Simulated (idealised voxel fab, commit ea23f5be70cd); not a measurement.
The name of this process module is voxel spacer lines.
Square cells of 5 nm make up the cross-section cut, whose width is 225 nm.
Just so we're on the same page, the cross-sections are grids of square cells, and they're listed out in bands top to bottom, each band one or more rows deep. A band entry consists of two parts. The first gives the height of the band's top and the height of its bottom, in nm. The rest lists the band's materials from left to right, each with its width in nm. A single material labelled with the word "all across" fills the band from edge to edge, and the word "empty" marks empty space. Below 0: as-received wafer, all one material; heights counted from there. Lowest band: no bottom, goes on down, written "top 0, no bottom". When a width is written as two numbers, as in "30..40", the first number is the width in the top row of cells of the band and the second is the width in its bottom row, and the width changes by the same amount from each row to the next. "stayed the same", as given for a step, is the statement that not any cell of the cross-section underwent a change during that step. Enclosed voids (no open way to top), threshold 8 cells or more, entry "closed voids", notation width x height at distance, distance from left edge, nm. That trailing text on a step's line, after the settings, is the simulator's own remark on the step. Among the settings permitted on a step's line is "overlay nm"; applied to a step with a mask, it specifies the extent to which the mask lay to the right of its planned position, whereas a negative figure signifies a position to the left.
-- Here's what the planned process steps look like
1: RECEIVE, material Si
2: CONFORMAL_DEP, material SiO2, thk nm 10
3: DIRECTIONAL_DEP, material TiN, thk nm 10
4: DIRECTIONAL_DEP, material polySi, thk nm 20
5: PATTERN, tone cover, mask id MANDREL, material resist, width nm 20, pitch nm 70, thk nm 30, overlay nm 0
6: DIRECTIONAL_ETCH, etch materials polySi, depth nm 20
7: STRIP, etch materials resist
8: CONFORMAL_DEP, material SiN, thk nm 15
9: DIRECTIONAL_ETCH, etch materials SiN, depth nm 15
10: STRIP, etch materials polySi
11: DIRECTIONAL_ETCH, etch materials TiN, depth nm 10
12: STRIP, etch materials SiN
-- as received, after step 1
  top 0, no bottom | Si all across
  closed voids: none
-- Final cross-section, module run with one mistake (start and plan as above)
  top 20, bottom 10 | 10 of empty  15 of TiN  30 of empty  15 of TiN  10 of empty  15 of TiN  30 of empty  15 of TiN  10 of empty  15 of TiN  30 of empty  15 of TiN  15 of empty
  top 10, bottom 0 | SiO2 all across
  top 0, no bottom | Si all across
  closed voids: none
Which mistake was made when the wafer was run? so step 5 ended up running with a different setting than we planned, it ran as PATTERN, tone cover, mask id MANDREL, material resist, width nm 30, pitch nm 70, thk nm 30, overlay nm 0
